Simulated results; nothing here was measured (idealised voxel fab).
Process module heading - voxel double patterning
Square cell edge 5 nm, section width 200 nm, ID cut.
Cross-section = grid of square cells, listed top down in bands; band = one or more rows.
For a band, the entry starts with two heights in nm, that of the top and then that of the bottom, and carries on with the band's materials in order from left to right, each alongside its width in nm; the word "edge to edge" beside a single material means it fills the band edge to edge, and "blank" means empty space.
Counting heights begins at 0, where everything beneath is, in the wafer as received, one material. The lowest band has no bottom; it goes on downwards, as "0 -> down" shows.
Width: "30->40" (first number = top row, second number = bottom row, same change from row to row of cells).
Given "no change" for a step, no cell of the cross-section differs between before and after that step.
Enclosed voids (no open way to top), threshold 8 cells or more, entry "Enclosed voids", notation width x height at distance, distance from left edge, nm.
It should be noted that, on the line of a given step, the content following the step's settings is a remark produced by the simulator itself with respect to that step.
"overlay nm" answers the question of how far to the right of plan the mask lay on a step that has a mask, and when it is negative the answer is to the left.
### Set out below are the planned steps of the process
1 RECEIVE | material Si
2 CONFORMAL_DEP | material SiO2 | thk nm 10
3 DIRECTIONAL_DEP | material polySi | thk nm 20
4 DIRECTIONAL_DEP | material SiN | thk nm 5
5 MASKED_ETCH | tone open | mask id FIRST | width nm 15 | pitch nm 50 | etch materials SiN | depth nm 5 | overlay nm 0
6 PATTERN | tone open | mask id SECOND | material resist | width nm 15 | pitch nm 50 | thk nm 15 | overlay nm 0
7 DIRECTIONAL_ETCH | etch materials SiN | depth nm 5
8 STRIP | etch materials resist
9 DIRECTIONAL_ETCH | etch materials polySi | depth nm 20
10 STRIP | etch materials SiN
### Wafer cross-section on receipt, i.e. after step 1
* 0 -> down | Si edge to edge
* Enclosed voids: none
### Result of the module, cross-sectioned: start per above, plan per above, one error in how it was run
* 30 -> 10 | polySi=40, then blank=15, then polySi=15, then blank=15, then polySi=5, then blank=15, then polySi=15, then blank=15, then polySi=5, then blank=15, then polySi=45
* 10 -> 0 | SiO2 edge to edge
* 0 -> down | Si edge to edge
* Enclosed voids: none
Diagnosis: step 6: run off-plan, actual operation and settings PATTERN | tone open | mask id SECOND | material resist | width nm 15 | pitch nm 50 | thk nm 15 | overlay nm 5
